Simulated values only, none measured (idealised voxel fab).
Herein follows the process module entitled voxel wiring stack.
Square cell edge 5 nm, section width 260 nm, ID cut.
Square cells in a grid make up a cross-section in this document, and the grid is given as bands, listed from the top down, each one or more rows of cells. Within each band entry, the heights of the top and of the bottom of the band appear first, in that order and in nm; the materials of the band then follow from left to right, each with its corresponding width in nm. The designation "full width" on a single material indicates that it fills the band from edge to edge; the designation "blank" indicates empty space. We count height from 0. Below that, the starting wafer is all one material. The lowest band never ends at the bottom but goes on down; see "from 0 down" for how that is written. A two-number width, for instance "30->40", indicates that the width is equal to the first number in the top row of the band and to the second number in the bottom row, and that it changes by a constant amount per row of cells. For the purposes of this document, the phrase "identical to before" attached to a step denotes that no cell within the cross-section was modified by that step. You'll see "Enclosed void inventory" listing empty spaces that have no way open to the top, as long as they're 8 cells or more; the notation is width x height at distance, where the distance is from the left edge, and all of it is in nm. Note: text after step settings on the step line = simulator remark on that step. overlay nm: right-of-plan distance of the mask on a masked step; negative values mean left-of-plan.

LISTED BELOW ARE THE PROCESS STEPS AS PLANNED
1: RECEIVE: material Si
2: CONFORMAL_DEP: material SiO2, thk nm 15
3: DIRECTIONAL_DEP: material TiN, thk nm 5
4: DIRECTIONAL_DEP: material W, thk nm 20
5: PATTERN: tone cover, mask id METAL_1, material resist, width nm 20, pitch nm 45, thk nm 15, overlay nm 0
6: DIRECTIONAL_ETCH: etch materials W, depth nm 20
7: DIRECTIONAL_ETCH: etch materials TiN, depth nm 5
8: STRIP: etch materials resist
9: FILL_DEP: material SiO2, thk nm 10
10: CMP: height nm 40
11: CONFORMAL_DEP: material SiCN, thk nm 5
12: DIRECTIONAL_DEP: material lowk, thk nm 30
13: DIRECTIONAL_DEP: material aC, thk nm 10
14: PATTERN: tone open, mask id METAL_2_HOLES, material resist, width nm 15, pitch nm 90, thk nm 30, overlay nm 0
15: DIRECTIONAL_ETCH: etch materials aC, depth nm 10
16: STRIP: etch materials resist
17: DIRECTIONAL_ETCH: etch materials lowk, depth nm 30
18: STRIP: etch materials aC
19: PATTERN: tone open, mask id METAL_2, material resist, width nm 20, pitch nm 45, thk nm 15, overlay nm 0
20: DIRECTIONAL_ETCH: etch materials lowk, depth nm 20
21: DIRECTIONAL_ETCH: etch materials SiCN, depth nm 5
22: STRIP: etch materials resist
23: CONFORMAL_DEP: material TiN, thk nm 5
24: FILL_DEP: material Ru, thk nm 5
25: CMP: height nm 75
26: CONFORMAL_DEP: material SiCN, thk nm 5
27: DIRECTIONAL_DEP: material lowk, thk nm 10
28: DIRECTIONAL_DEP: material aC, thk nm 15
29: PATTERN: tone open, mask id PLUG_2, material resist, width nm 15, pitch nm 45, thk nm 30, overlay nm 0
30: DIRECTIONAL_ETCH: etch materials aC, depth nm 15
31: STRIP: etch materials resist
32: DIRECTIONAL_ETCH: etch materials lowk, depth nm 10
33: DIRECTIONAL_ETCH: etch materials SiCN, depth nm 5
34: STRIP: etch materials aC
35: CONFORMAL_DEP: material TiN, thk nm 5
36: FILL_DEP: material Ru, thk nm 10
37: CMP: height nm 90
38: DIRECTIONAL_DEP: material TiN, thk nm 5
39: DIRECTIONAL_DEP: material W, thk nm 15
40: PATTERN: tone cover, mask id METAL_3, material resist, width nm 20, pitch nm 45, thk nm 15, overlay nm 0
41: DIRECTIONAL_ETCH: etch materials W, depth nm 15
42: DIRECTIONAL_ETCH: etch materials TiN, depth nm 5
43: STRIP: etch materials resist
44: FILL_DEP: material lowk, thk nm 5
45: CMP: height nm 110
46: CONFORMAL_DEP: material SiN, thk nm 5

THE FIRST OF A SET OF TWO WAFERS, RUN TO PLAN

INCOMING WAFER, CROSS-SECTIONAL VIEW, POST STEP 1
from 0 down: Si full width
Enclosed void inventory: none

WAFER XSEC, POST STEP 2
from 15 to 0: SiO2 full width
All layers under 0 are left as they were.

WAFER XSEC, POST STEP 3
from 20 to 15: TiN full width
All layers under 15 are left as they were.

WAFER XSEC, POST STEP 4
from 40 to 20: W full width
All layers under 20 are left as they were.

WAFER XSEC, POST STEP 5
from 55 to 40: 50 of blank  20 of resist  25 of blank  20 of resist  25 of blank  20 of resist  25 of blank  20 of resist  55 of blank
All layers under 40 are left as they were.

WAFER XSEC, POST STEP 6
from 55 to 40: 50 of blank  20 of resist  25 of blank  20 of resist  25 of blank  20 of resist  25 of blank  20 of resist  55 of blank
from 40 to 20: 50 of blank  20 of W  25 of blank  20 of W  25 of blank  20 of W  25 of blank  20 of W  55 of blank
All layers under 20 are left as they were.

WAFER XSEC, POST STEP 7
from 55 to 40: 50 of blank  20 of resist  25 of blank  20 of resist  25 of blank  20 of resist  25 of blank  20 of resist  55 of blank
from 40 to 20: 50 of blank  20 of W  25 of blank  20 of W  25 of blank  20 of W  25 of blank  20 of W  55 of blank
from 20 to 15: 50 of blank  20 of TiN  25 of blank  20 of TiN  25 of blank  20 of TiN  25 of blank  20 of TiN  55 of blank
All layers under 15 are left as they were.

WAFER XSEC, POST STEP 8
from 40 to 20: 50 of blank  20 of W  25 of blank  20 of W  25 of blank  20 of W  25 of blank  20 of W  55 of blank
All layers under 20 are left as they were.

WAFER XSEC, POST STEP 9
from 50 to 40: SiO2 full width
from 40 to 20: 50 of SiO2  20 of W  25 of SiO2  20 of W  25 of SiO2  20 of W  25 of SiO2  20 of W  55 of SiO2
from 20 to 15: 50 of SiO2  20 of TiN  25 of SiO2  20 of TiN  25 of SiO2  20 of TiN  25 of SiO2  20 of TiN  55 of SiO2
All layers under 15 are left as they were.

WAFER XSEC, POST STEP 10
from 40 to 20: 50 of SiO2  20 of W  25 of SiO2  20 of W  25 of SiO2  20 of W  25 of SiO2  20 of W  55 of SiO2
All layers under 20 are left as they were.

WAFER XSEC, POST STEP 11
from 45 to 40: SiCN full width
All layers under 40 are left as they were.

WAFER XSEC, POST STEP 12
from 75 to 45: lowk full width
All layers under 45 are left as they were.

WAFER XSEC, POST STEP 13
from 85 to 75: aC full width
All layers under 75 are left as they were.

WAFER XSEC, POST STEP 14
from 115 to 85: 50 of resist  15 of blank  75 of resist  15 of blank  105 of resist
All layers under 85 are left as they were.

WAFER XSEC, POST STEP 15
from 105 to 85: 50 of resist  15 of blank  75 of resist  15 of blank  105 of resist
from 85 to 75: 50 of aC  15 of blank  75 of aC  15 of blank  105 of aC
All layers under 75 are left as they were.

WAFER XSEC, POST STEP 16
from 85 to 75: 50 of aC  15 of blank  75 of aC  15 of blank  105 of aC
All layers under 75 are left as they were.

WAFER XSEC, POST STEP 17
from 85 to 75: 50 of aC  15 of blank  75 of aC  15 of blank  105 of aC
from 75 to 45: 50 of lowk  15 of blank  75 of lowk  15 of blank  105 of lowk
All layers under 45 are left as they were.

WAFER XSEC, POST STEP 18
from 75 to 45: 50 of lowk  15 of blank  75 of lowk  15 of blank  105 of lowk
All layers under 45 are left as they were.

WAFER XSEC, POST STEP 19
from 90 to 75: 50 of resist  20 of blank  25 of resist  20 of blank  25 of resist  20 of blank  25 of resist  20 of blank  55 of resist
All layers under 75 are left as they were.

WAFER XSEC, POST STEP 20
from 90 to 75: 50 of resist  20 of blank  25 of resist  20 of blank  25 of resist  20 of blank  25 of resist  20 of blank  55 of resist
from 75 to 55: 50 of lowk  20 of blank  25 of lowk  20 of blank  25 of lowk  20 of blank  25 of lowk  20 of blank  55 of lowk
All layers under 55 are left as they were.

WAFER XSEC, POST STEP 21
from 90 to 75: 50 of resist  20 of blank  25 of resist  20 of blank  25 of resist  20 of blank  25 of resist  20 of blank  55 of resist
from 75 to 55: 50 of lowk  20 of blank  25 of lowk  20 of blank  25 of lowk  20 of blank  25 of lowk  20 of blank  55 of lowk
from 55 to 45: 50 of lowk  15 of blank  75 of lowk  15 of blank  105 of lowk
from 45 to 40: 50 of SiCN  15 of blank  75 of SiCN  15 of blank  105 of SiCN
All layers under 40 are left as they were.

WAFER XSEC, POST STEP 22
from 75 to 55: 50 of lowk  20 of blank  25 of lowk  20 of blank  25 of lowk  20 of blank  25 of lowk  20 of blank  55 of lowk
All layers under 55 are left as they were.

WAFER XSEC, POST STEP 23
from 80 to 75: 55 of TiN  10 of blank  35 of TiN  10 of blank  35 of TiN  10 of blank  35 of TiN  10 of blank  60 of TiN
from 75 to 60: 50 of lowk  5 of TiN  10 of blank  5 of TiN  25 of lowk  5 of TiN  10 of blank  5 of TiN  25 of lowk  5 of TiN  10 of blank  5 of TiN  25 of lowk  5 of TiN  10 of blank  5 of TiN  55 of lowk
from 60 to 55: 50 of lowk  5 of TiN  5 of blank  10 of TiN  25 of lowk  20 of TiN  25 of lowk  5 of TiN  5 of blank  10 of TiN  25 of lowk  20 of TiN  55 of lowk
from 55 to 45: 50 of lowk  5 of TiN  5 of blank  5 of TiN  75 of lowk  5 of TiN  5 of blank  5 of TiN  105 of lowk
from 45 to 40: 50 of SiCN  15 of TiN  75 of SiCN  15 of TiN  105 of SiCN
All layers under 40 are left as they were.

WAFER XSEC, POST STEP 24
from 85 to 80: Ru full width
from 80 to 75: 55 of TiN  10 of Ru  35 of TiN  10 of Ru  35 of TiN  10 of Ru  35 of TiN  10 of Ru  60 of TiN
from 75 to 60: 50 of lowk  5 of TiN  10 of Ru  5 of TiN  25 of lowk  5 of TiN  10 of Ru  5 of TiN  25 of lowk  5 of TiN  10 of Ru  5 of TiN  25 of lowk  5 of TiN  10 of Ru  5 of TiN  55 of lowk
from 60 to 55: 50 of lowk  5 of TiN  5 of Ru  10 of TiN  25 of lowk  20 of TiN  25 of lowk  5 of TiN  5 of Ru  10 of TiN  25 of lowk  20 of TiN  55 of lowk
from 55 to 45: 50 of lowk  5 of TiN  5 of Ru  5 of TiN  75 of lowk  5 of TiN  5 of Ru  5 of TiN  105 of lowk
All layers under 45 are left as they were.

WAFER XSEC, POST STEP 25
from 75 to 60: 50 of lowk  5 of TiN  10 of Ru  5 of TiN  25 of lowk  5 of TiN  10 of Ru  5 of TiN  25 of lowk  5 of TiN  10 of Ru  5 of TiN  25 of lowk  5 of TiN  10 of Ru  5 of TiN  55 of lowk
All layers under 60 are left as they were.

WAFER XSEC, POST STEP 26
from 80 to 75: SiCN full width
All layers under 75 are left as they were.

WAFER XSEC, POST STEP 27
from 90 to 80: lowk full width
All layers under 80 are left as they were.

WAFER XSEC, POST STEP 28
from 105 to 90: aC full width
All layers under 90 are left as they were.

WAFER XSEC, POST STEP 29
from 135 to 105: 50 of resist  15 of blank  30 of resist  15 of blank  30 of resist  15 of blank  30 of resist  15 of blank  60 of resist
All layers under 105 are left as they were.

WAFER XSEC, POST STEP 30
from 120 to 105: 50 of resist  15 of blank  30 of resist  15 of blank  30 of resist  15 of blank  30 of resist  15 of blank  60 of resist
from 105 to 90: 50 of aC  15 of blank  30 of aC  15 of blank  30 of aC  15 of blank  30 of aC  15 of blank  60 of aC
All layers under 90 are left as they were.

WAFER XSEC, POST STEP 31
from 105 to 90: 50 of aC  15 of blank  30 of aC  15 of blank  30 of aC  15 of blank  30 of aC  15 of blank  60 of aC
All layers under 90 are left as they were.

WAFER XSEC, POST STEP 32
from 105 to 90: 50 of aC  15 of blank  30 of aC  15 of blank  30 of aC  15 of blank  30 of aC  15 of blank  60 of aC
from 90 to 80: 50 of lowk  15 of blank  30 of lowk  15 of blank  30 of lowk  15 of blank  30 of lowk  15 of blank  60 of lowk
All layers under 80 are left as they were.

WAFER XSEC, POST STEP 33
from 105 to 90: 50 of aC  15 of blank  30 of aC  15 of blank  30 of aC  15 of blank  30 of aC  15 of blank  60 of aC
from 90 to 80: 50 of lowk  15 of blank  30 of lowk  15 of blank  30 of lowk  15 of blank  30 of lowk  15 of blank  60 of lowk
from 80 to 75: 50 of SiCN  15 of blank  30 of SiCN  15 of blank  30 of SiCN  15 of blank  30 of SiCN  15 of blank  60 of SiCN
All layers under 75 are left as they were.

WAFER XSEC, POST STEP 34
from 90 to 80: 50 of lowk  15 of blank  30 of lowk  15 of blank  30 of lowk  15 of blank  30 of lowk  15 of blank  60 of lowk
All layers under 80 are left as they were.

WAFER XSEC, POST STEP 35
from 95 to 90: 55 of TiN  5 of blank  40 of TiN  5 of blank  40 of TiN  5 of blank  40 of TiN  5 of blank  65 of TiN
from 90 to 80: 50 of lowk  5 of TiN  5 of blank  5 of TiN  30 of lowk  5 of TiN  5 of blank  5 of TiN  30 of lowk  5 of TiN  5 of blank  5 of TiN  30 of lowk  5 of TiN  5 of blank  5 of TiN  60 of lowk
from 80 to 75: 50 of SiCN  15 of TiN  30 of SiCN  15 of TiN  30 of SiCN  15 of TiN  30 of SiCN  15 of TiN  60 of SiCN
All layers under 75 are left as they were.

WAFER XSEC, POST STEP 36
from 105 to 95: Ru full width
from 95 to 90: 55 of TiN  5 of Ru  40 of TiN  5 of Ru  40 of TiN  5 of Ru  40 of TiN  5 of Ru  65 of TiN
from 90 to 80: 50 of lowk  5 of TiN  5 of Ru  5 of TiN  30 of lowk  5 of TiN  5 of Ru  5 of TiN  30 of lowk  5 of TiN  5 of Ru  5 of TiN  30 of lowk  5 of TiN  5 of Ru  5 of TiN  60 of lowk
All layers under 80 are left as they were.

WAFER XSEC, POST STEP 37
from 90 to 80: 50 of lowk  5 of TiN  5 of Ru  5 of TiN  30 of lowk  5 of TiN  5 of Ru  5 of TiN  30 of lowk  5 of TiN  5 of Ru  5 of TiN  30 of lowk  5 of TiN  5 of Ru  5 of TiN  60 of lowk
All layers under 80 are left as they were.

WAFER XSEC, POST STEP 38
from 95 to 90: TiN full width
All layers under 90 are left as they were.

WAFER XSEC, POST STEP 39
from 110 to 95: W full width
All layers under 95 are left as they were.

WAFER XSEC, POST STEP 40
from 125 to 110: 50 of blank  20 of resist  25 of blank  20 of resist  25 of blank  20 of resist  25 of blank  20 of resist  55 of blank
All layers under 110 are left as they were.

WAFER XSEC, POST STEP 41
from 125 to 110: 50 of blank  20 of resist  25 of blank  20 of resist  25 of blank  20 of resist  25 of blank  20 of resist  55 of blank
from 110 to 95: 50 of blank  20 of W  25 of blank  20 of W  25 of blank  20 of W  25 of blank  20 of W  55 of blank
All layers under 95 are left as they were.

WAFER XSEC, POST STEP 42
from 125 to 110: 50 of blank  20 of resist  25 of blank  20 of resist  25 of blank  20 of resist  25 of blank  20 of resist  55 of blank
from 110 to 95: 50 of blank  20 of W  25 of blank  20 of W  25 of blank  20 of W  25 of blank  20 of W  55 of blank
from 95 to 90: 50 of blank  20 of TiN  25 of blank  20 of TiN  25 of blank  20 of TiN  25 of blank  20 of TiN  55 of blank
All layers under 90 are left as they were.

WAFER XSEC, POST STEP 43
from 110 to 95: 50 of blank  20 of W  25 of blank  20 of W  25 of blank  20 of W  25 of blank  20 of W  55 of blank
All layers under 95 are left as they were.

WAFER XSEC, POST STEP 44
from 115 to 110: lowk full width
from 110 to 95: 50 of lowk  20 of W  25 of lowk  20 of W  25 of lowk  20 of W  25 of lowk  20 of W  55 of lowk
from 95 to 90: 50 of lowk  20 of TiN  25 of lowk  20 of TiN  25 of lowk  20 of TiN  25 of lowk  20 of TiN  55 of lowk
All layers under 90 are left as they were.

WAFER XSEC, POST STEP 45
from 110 to 95: 50 of lowk  20 of W  25 of lowk  20 of W  25 of lowk  20 of W  25 of lowk  20 of W  55 of lowk
All layers under 95 are left as they were.

WAFER XSEC, POST STEP 46
from 115 to 110: SiN full width
All layers under 110 are left as they were.

COMPANION WAFER, THE SECOND OF TWO: SAME BEGINNING, SAME INTENDED SEQUENCE, ONE MISTAKE IN CARRYING IT OUT; THROUGH STEP 39 INCLUSIVE IT TRACKS THE FIRST EXACTLY

SECOND WAFER: CROSS-SECTION AT THE SCHEDULED END OF STEP 40
from 125 to 110: 50 of resist  20 of blank  25 of resist  20 of blank  25 of resist  20 of blank  25 of resist  20 of blank  55 of resist
All layers under 110 are left as they were.

SECOND WAFER: CROSS-SECTION AT THE SCHEDULED END OF STEP 41
from 125 to 110: 50 of resist  20 of blank  25 of resist  20 of blank  25 of resist  20 of blank  25 of resist  20 of blank  55 of resist
from 110 to 95: 50 of W  20 of blank  25 of W  20 of blank  25 of W  20 of blank  25 of W  20 of blank  55 of W
All layers under 95 are left as they were.

SECOND WAFER: CROSS-SECTION AT THE SCHEDULED END OF STEP 42
from 125 to 110: 50 of resist  20 of blank  25 of resist  20 of blank  25 of resist  20 of blank  25 of resist  20 of blank  55 of resist
from 110 to 95: 50 of W  20 of blank  25 of W  20 of blank  25 of W  20 of blank  25 of W  20 of blank  55 of W
from 95 to 90: 50 of TiN  20 of blank  25 of TiN  20 of blank  25 of TiN  20 of blank  25 of TiN  20 of blank  55 of TiN
All layers under 90 are left as they were.

SECOND WAFER: CROSS-SECTION AT THE SCHEDULED END OF STEP 43
from 110 to 95: 50 of W  20 of blank  25 of W  20 of blank  25 of W  20 of blank  25 of W  20 of blank  55 of W
All layers under 95 are left as they were.

SECOND WAFER: CROSS-SECTION AT THE SCHEDULED END OF STEP 44
from 115 to 110: lowk full width
from 110 to 95: 50 of W  20 of lowk  25 of W  20 of lowk  25 of W  20 of lowk  25 of W  20 of lowk  55 of W
from 95 to 90: 50 of TiN  20 of lowk  25 of TiN  20 of lowk  25 of TiN  20 of lowk  25 of TiN  20 of lowk  55 of TiN
All layers under 90 are left as they were.

SECOND WAFER: CROSS-SECTION AT THE SCHEDULED END OF STEP 45
from 110 to 95: 50 of W  20 of lowk  25 of W  20 of lowk  25 of W  20 of lowk  25 of W  20 of lowk  55 of W
All layers under 95 are left as they were.

SECOND WAFER: CROSS-SECTION AT THE SCHEDULED END OF STEP 46
from 115 to 110: SiN full width
All layers under 110 are left as they were.
Nonconformance to the process plan: rather than as planned, step 40 actually ran as PATTERN: tone open, mask id METAL_3, material resist, width nm 20, pitch nm 45, thk nm 15, overlay nm 0
at the end the second wafer has, in cells: TiN: 20 more; W: 60 more; lowk: 80 fewer
